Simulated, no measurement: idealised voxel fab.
Process module under the name voxel self aligned vias
Cross-sectional view cut (width: 295 nm; square cell size: 5 nm).
In this document a cross-section is written as a grid of square cells. It is given as a series of bands, listed from the top down, and a band is one or more rows of cells. For a band, the entry starts with two heights in nm, that of the top and then that of the bottom, and carries on with the band's materials in order from left to right, each alongside its width in nm; the word "edge to edge" beside a single material means it fills the band edge to edge, and "blank" means empty space. Ref level 0: as-received wafer is one material below here. Bottom band extends down with no lower bound ("0..down"). Graded width ("30..40"): value in top row of band = first number; value in bottom row = second number; row-to-row change constant. Key: "remained unchanged" - step with no changed cell in the cross-section. Heads up: "Unvented cavities" only lists the empty pockets with no open path to the top that are 8 cells or more, and it writes them as width x height at distance, distance from the left edge, in nm. Text after the settings on a step's line: the simulator's own remark on that step. Steps that use a mask can have "overlay nm" on their line. It says how far the mask sat to the right of where it was meant to be. Negative means to the left.
Intended process steps:
1) RECEIVE (material Si)
2) CONFORMAL_DEP (material SiO2; thk nm 15)
3) CONFORMAL_DEP (material SiCN; thk nm 5)
4) DIRECTIONAL_DEP (material SiO2; thk nm 30)
5) DIRECTIONAL_DEP (material aC; thk nm 15)
6) PATTERN (tone open; mask id LINES; material resist; width nm 20; pitch nm 70; thk nm 35; overlay nm 0)
7) DIRECTIONAL_ETCH (etch materials aC; depth nm 15)
8) STRIP (etch materials resist)
9) DIRECTIONAL_ETCH (etch materials SiO2; depth nm 30)
10) STRIP (etch materials aC)
11) CONFORMAL_DEP (material TiN; thk nm 5)
12) FILL_DEP (material W; thk nm 10)
13) CMP (height nm 50)
14) SELECTIVE_ETCH (etch materials W Ru TiN; depth nm 10)
15) FILL_DEP (material SiN; thk nm 5)
16) CMP (height nm 50)
17) DIRECTIONAL_DEP (material SiO2; thk nm 20)
18) MASKED_ETCH (tone open; mask id VIAS; width nm 40; pitch nm 140; etch materials SiO2; depth nm 20; overlay nm 0)
19) MASKED_ETCH (tone open; mask id VIAS; width nm 40; pitch nm 140; etch materials SiN; depth nm 10; overlay nm 0)
20) CONFORMAL_DEP (material TiN; thk nm 5)
21) FILL_DEP (material Ru; thk nm 10)
22) CMP (height nm 70)
23) CONFORMAL_DEP (material SiN; thk nm 5)
So, the first of our two wafers, run just as we planned it:
So this is the incoming wafer in cross-section - it's already been through step 1:
* 0..down  Si edge to edge
* Unvented cavities: none
Wafer xsec, post step 2:
* 15..0  SiO2 edge to edge
* Whatever lies below 0 is exactly as it was before.
Wafer xsec, post step 3:
* 20..15  SiCN edge to edge
* Whatever lies below 15 is exactly as it was before.
Wafer xsec, post step 4:
* 50..20  SiO2 edge to edge
* Whatever lies below 20 is exactly as it was before.
Wafer xsec, post step 5:
* 65..50  aC edge to edge
* Whatever lies below 50 is exactly as it was before.
Wafer xsec, post step 6:
* 100..65  65 nm resist; 20 nm blank; 50 nm resist; 20 nm blank; 50 nm resist; 20 nm blank; 70 nm resist
* Whatever lies below 65 is exactly as it was before.
Wafer xsec, post step 7:
* 85..65  65 nm resist; 20 nm blank; 50 nm resist; 20 nm blank; 50 nm resist; 20 nm blank; 70 nm resist
* 65..50  65 nm aC; 20 nm blank; 50 nm aC; 20 nm blank; 50 nm aC; 20 nm blank; 70 nm aC
* Whatever lies below 50 is exactly as it was before.
Wafer xsec, post step 8:
* 65..50  65 nm aC; 20 nm blank; 50 nm aC; 20 nm blank; 50 nm aC; 20 nm blank; 70 nm aC
* Whatever lies below 50 is exactly as it was before.
Wafer xsec, post step 9:
* 65..50  65 nm aC; 20 nm blank; 50 nm aC; 20 nm blank; 50 nm aC; 20 nm blank; 70 nm aC
* 50..20  65 nm SiO2; 20 nm blank; 50 nm SiO2; 20 nm blank; 50 nm SiO2; 20 nm blank; 70 nm SiO2
* Whatever lies below 20 is exactly as it was before.
Wafer xsec, post step 10:
* 50..20  65 nm SiO2; 20 nm blank; 50 nm SiO2; 20 nm blank; 50 nm SiO2; 20 nm blank; 70 nm SiO2
* Whatever lies below 20 is exactly as it was before.
Wafer xsec, post step 11:
* 55..50  70 nm TiN; 10 nm blank; 60 nm TiN; 10 nm blank; 60 nm TiN; 10 nm blank; 75 nm TiN
* 50..25  65 nm SiO2; 5 nm TiN; 10 nm blank; 5 nm TiN; 50 nm SiO2; 5 nm TiN; 10 nm blank; 5 nm TiN; 50 nm SiO2; 5 nm TiN; 10 nm blank; 5 nm TiN; 70 nm SiO2
* 25..20  65 nm SiO2; 20 nm TiN; 50 nm SiO2; 20 nm TiN; 50 nm SiO2; 20 nm TiN; 70 nm SiO2
* Whatever lies below 20 is exactly as it was before.
Wafer xsec, post step 12:
* 65..55  W edge to edge
* 55..50  70 nm TiN; 10 nm W; 60 nm TiN; 10 nm W; 60 nm TiN; 10 nm W; 75 nm TiN
* 50..25  65 nm SiO2; 5 nm TiN; 10 nm W; 5 nm TiN; 50 nm SiO2; 5 nm TiN; 10 nm W; 5 nm TiN; 50 nm SiO2; 5 nm TiN; 10 nm W; 5 nm TiN; 70 nm SiO2
* Whatever lies below 25 is exactly as it was before.
Wafer xsec, post step 13:
* 50..25  65 nm SiO2; 5 nm TiN; 10 nm W; 5 nm TiN; 50 nm SiO2; 5 nm TiN; 10 nm W; 5 nm TiN; 50 nm SiO2; 5 nm TiN; 10 nm W; 5 nm TiN; 70 nm SiO2
* Whatever lies below 25 is exactly as it was before.
Wafer xsec, post step 14:
* 50..40  65 nm SiO2; 20 nm blank; 50 nm SiO2; 20 nm blank; 50 nm SiO2; 20 nm blank; 70 nm SiO2
* Whatever lies below 40 is exactly as it was before.
Wafer xsec, post step 15:
* 55..50  SiN edge to edge
* 50..40  65 nm SiO2; 20 nm SiN; 50 nm SiO2; 20 nm SiN; 50 nm SiO2; 20 nm SiN; 70 nm SiO2
* Whatever lies below 40 is exactly as it was before.
Wafer xsec, post step 16:
* 50..40  65 nm SiO2; 20 nm SiN; 50 nm SiO2; 20 nm SiN; 50 nm SiO2; 20 nm SiN; 70 nm SiO2
* Whatever lies below 40 is exactly as it was before.
Wafer xsec, post step 17:
* 70..50  SiO2 edge to edge
* Whatever lies below 50 is exactly as it was before.
Wafer xsec, post step 18:
* 70..50  55 nm SiO2; 40 nm blank; 100 nm SiO2; 40 nm blank; 60 nm SiO2
* Whatever lies below 50 is exactly as it was before.
Wafer xsec, post step 19:
* 70..50  55 nm SiO2; 40 nm blank; 100 nm SiO2; 40 nm blank; 60 nm SiO2
* 50..40  65 nm SiO2; 20 nm blank; 50 nm SiO2; 20 nm SiN; 50 nm SiO2; 20 nm blank; 70 nm SiO2
* Whatever lies below 40 is exactly as it was before.
Wafer xsec, post step 20:
* 75..70  60 nm TiN; 30 nm blank; 110 nm TiN; 30 nm blank; 65 nm TiN
* 70..55  55 nm SiO2; 5 nm TiN; 30 nm blank; 5 nm TiN; 100 nm SiO2; 5 nm TiN; 30 nm blank; 5 nm TiN; 60 nm SiO2
* 55..50  55 nm SiO2; 15 nm TiN; 10 nm blank; 15 nm TiN; 100 nm SiO2; 15 nm TiN; 10 nm blank; 15 nm TiN; 60 nm SiO2
* 50..45  65 nm SiO2; 5 nm TiN; 10 nm blank; 5 nm TiN; 50 nm SiO2; 20 nm SiN; 50 nm SiO2; 5 nm TiN; 10 nm blank; 5 nm TiN; 70 nm SiO2
* 45..40  65 nm SiO2; 20 nm TiN; 50 nm SiO2; 20 nm SiN; 50 nm SiO2; 20 nm TiN; 70 nm SiO2
* Whatever lies below 40 is exactly as it was before.
Wafer xsec, post step 21:
* 85..75  Ru edge to edge
* 75..70  60 nm TiN; 30 nm Ru; 110 nm TiN; 30 nm Ru; 65 nm TiN
* 70..55  55 nm SiO2; 5 nm TiN; 30 nm Ru; 5 nm TiN; 100 nm SiO2; 5 nm TiN; 30 nm Ru; 5 nm TiN; 60 nm SiO2
* 55..50  55 nm SiO2; 15 nm TiN; 10 nm Ru; 15 nm TiN; 100 nm SiO2; 15 nm TiN; 10 nm Ru; 15 nm TiN; 60 nm SiO2
* 50..45  65 nm SiO2; 5 nm TiN; 10 nm Ru; 5 nm TiN; 50 nm SiO2; 20 nm SiN; 50 nm SiO2; 5 nm TiN; 10 nm Ru; 5 nm TiN; 70 nm SiO2
* Whatever lies below 45 is exactly as it was before.
Wafer xsec, post step 22:
* 70..55  55 nm SiO2; 5 nm TiN; 30 nm Ru; 5 nm TiN; 100 nm SiO2; 5 nm TiN; 30 nm Ru; 5 nm TiN; 60 nm SiO2
* Whatever lies below 55 is exactly as it was before.
Wafer xsec, post step 23:
* 75..70  SiN edge to edge
* Whatever lies below 70 is exactly as it was before.
What follows concerns the second wafer, which started out like the first and was meant to follow the very same plan; one mistake crept in when it was run, but everything up to and including step 5 is the same as for the first wafer:
The second wafer cut through, at the time step 6 was supposed to be finished:
* 100..65  65 nm blank; 20 nm resist; 50 nm blank; 20 nm resist; 50 nm blank; 20 nm resist; 70 nm blank
* Whatever lies below 65 is exactly as it was before.
The second wafer cut through, at the time step 7 was supposed to be finished:
* 85..65  65 nm blank; 20 nm resist; 50 nm blank; 20 nm resist; 50 nm blank; 20 nm resist; 70 nm blank
* 65..50  65 nm blank; 20 nm aC; 50 nm blank; 20 nm aC; 50 nm blank; 20 nm aC; 70 nm blank
* Whatever lies below 50 is exactly as it was before.
The second wafer cut through, at the time step 8 was supposed to be finished:
* 65..50  65 nm blank; 20 nm aC; 50 nm blank; 20 nm aC; 50 nm blank; 20 nm aC; 70 nm blank
* Whatever lies below 50 is exactly as it was before.
The second wafer cut through, at the time step 9 was supposed to be finished:
* 65..50  65 nm blank; 20 nm aC; 50 nm blank; 20 nm aC; 50 nm blank; 20 nm aC; 70 nm blank
* 50..20  65 nm blank; 20 nm SiO2; 50 nm blank; 20 nm SiO2; 50 nm blank; 20 nm SiO2; 70 nm blank
* Whatever lies below 20 is exactly as it was before.
The second wafer cut through, at the time step 10 was supposed to be finished:
* 50..20  65 nm blank; 20 nm SiO2; 50 nm blank; 20 nm SiO2; 50 nm blank; 20 nm SiO2; 70 nm blank
* Whatever lies below 20 is exactly as it was before.
The second wafer cut through, at the time step 11 was supposed to be finished:
* 55..50  60 nm blank; 30 nm TiN; 40 nm blank; 30 nm TiN; 40 nm blank; 30 nm TiN; 65 nm blank
* 50..25  60 nm blank; 5 nm TiN; 20 nm SiO2; 5 nm TiN; 40 nm blank; 5 nm TiN; 20 nm SiO2; 5 nm TiN; 40 nm blank; 5 nm TiN; 20 nm SiO2; 5 nm TiN; 65 nm blank
* 25..20  65 nm TiN; 20 nm SiO2; 50 nm TiN; 20 nm SiO2; 50 nm TiN; 20 nm SiO2; 70 nm TiN
* Whatever lies below 20 is exactly as it was before.
The second wafer cut through, at the time step 12 was supposed to be finished:
* 65..55  W edge to edge
* 55..50  60 nm W; 30 nm TiN; 40 nm W; 30 nm TiN; 40 nm W; 30 nm TiN; 65 nm W
* 50..25  60 nm W; 5 nm TiN; 20 nm SiO2; 5 nm TiN; 40 nm W; 5 nm TiN; 20 nm SiO2; 5 nm TiN; 40 nm W; 5 nm TiN; 20 nm SiO2; 5 nm TiN; 65 nm W
* Whatever lies below 25 is exactly as it was before.
The second wafer cut through, at the time step 13 was supposed to be finished:
* 50..25  60 nm W; 5 nm TiN; 20 nm SiO2; 5 nm TiN; 40 nm W; 5 nm TiN; 20 nm SiO2; 5 nm TiN; 40 nm W; 5 nm TiN; 20 nm SiO2; 5 nm TiN; 65 nm W
* Whatever lies below 25 is exactly as it was before.
The second wafer cut through, at the time step 14 was supposed to be finished:
* 50..40  65 nm blank; 20 nm SiO2; 50 nm blank; 20 nm SiO2; 50 nm blank; 20 nm SiO2; 70 nm blank
* Whatever lies below 40 is exactly as it was before.
The second wafer cut through, at the time step 15 was supposed to be finished:
* 55..50  SiN edge to edge
* 50..40  65 nm SiN; 20 nm SiO2; 50 nm SiN; 20 nm SiO2; 50 nm SiN; 20 nm SiO2; 70 nm SiN
* Whatever lies below 40 is exactly as it was before.
The second wafer cut through, at the time step 16 was supposed to be finished:
* 50..40  65 nm SiN; 20 nm SiO2; 50 nm SiN; 20 nm SiO2; 50 nm SiN; 20 nm SiO2; 70 nm SiN
* Whatever lies below 40 is exactly as it was before.
The second wafer cut through, at the time step 17 was supposed to be finished:
* 70..50  SiO2 edge to edge
* Whatever lies below 50 is exactly as it was before.
The second wafer cut through, at the time step 18 was supposed to be finished:
* 70..50  55 nm SiO2; 40 nm blank; 100 nm SiO2; 40 nm blank; 60 nm SiO2
* Whatever lies below 50 is exactly as it was before.
The second wafer cut through, at the time step 19 was supposed to be finished:
* 70..50  55 nm SiO2; 40 nm blank; 100 nm SiO2; 40 nm blank; 60 nm SiO2
* 50..40  55 nm SiN; 10 nm blank; 20 nm SiO2; 10 nm blank; 40 nm SiN; 20 nm SiO2; 40 nm SiN; 10 nm blank; 20 nm SiO2; 10 nm blank; 60 nm SiN
* Whatever lies below 40 is exactly as it was before.
The second wafer cut through, at the time step 20 was supposed to be finished:
* 75..70  60 nm TiN; 30 nm blank; 110 nm TiN; 30 nm blank; 65 nm TiN
* 70..55  55 nm SiO2; 5 nm TiN; 30 nm blank; 5 nm TiN; 100 nm SiO2; 5 nm TiN; 30 nm blank; 5 nm TiN; 60 nm SiO2
* 55..50  55 nm SiO2; 40 nm TiN; 100 nm SiO2; 40 nm TiN; 60 nm SiO2
* 50..40  55 nm SiN; 10 nm TiN; 20 nm SiO2; 10 nm TiN; 40 nm SiN; 20 nm SiO2; 40 nm SiN; 10 nm TiN; 20 nm SiO2; 10 nm TiN; 60 nm SiN
* Whatever lies below 40 is exactly as it was before.
The second wafer cut through, at the time step 21 was supposed to be finished:
* 85..75  Ru edge to edge
* 75..70  60 nm TiN; 30 nm Ru; 110 nm TiN; 30 nm Ru; 65 nm TiN
* 70..55  55 nm SiO2; 5 nm TiN; 30 nm Ru; 5 nm TiN; 100 nm SiO2; 5 nm TiN; 30 nm Ru; 5 nm TiN; 60 nm SiO2
* Whatever lies below 55 is exactly as it was before.
The second wafer cut through, at the time step 22 was supposed to be finished:
* 70..55  55 nm SiO2; 5 nm TiN; 30 nm Ru; 5 nm TiN; 100 nm SiO2; 5 nm TiN; 30 nm Ru; 5 nm TiN; 60 nm SiO2
* Whatever lies below 55 is exactly as it was before.
The second wafer cut through, at the time step 23 was supposed to be finished:
* 75..70  SiN edge to edge
* Whatever lies below 70 is exactly as it was before.
Here's what went sideways: for step 6, the planned setting was not used; the step was instead run as PATTERN (tone cover; mask id LINES; material resist; width nm 20; pitch nm 70; thk nm 35; overlay nm 0)
End check, counted in cells, second wafer has more or fewer of these materials than the first: Ru -8, SiN +70, SiO2 -210, TiN +43, W +105
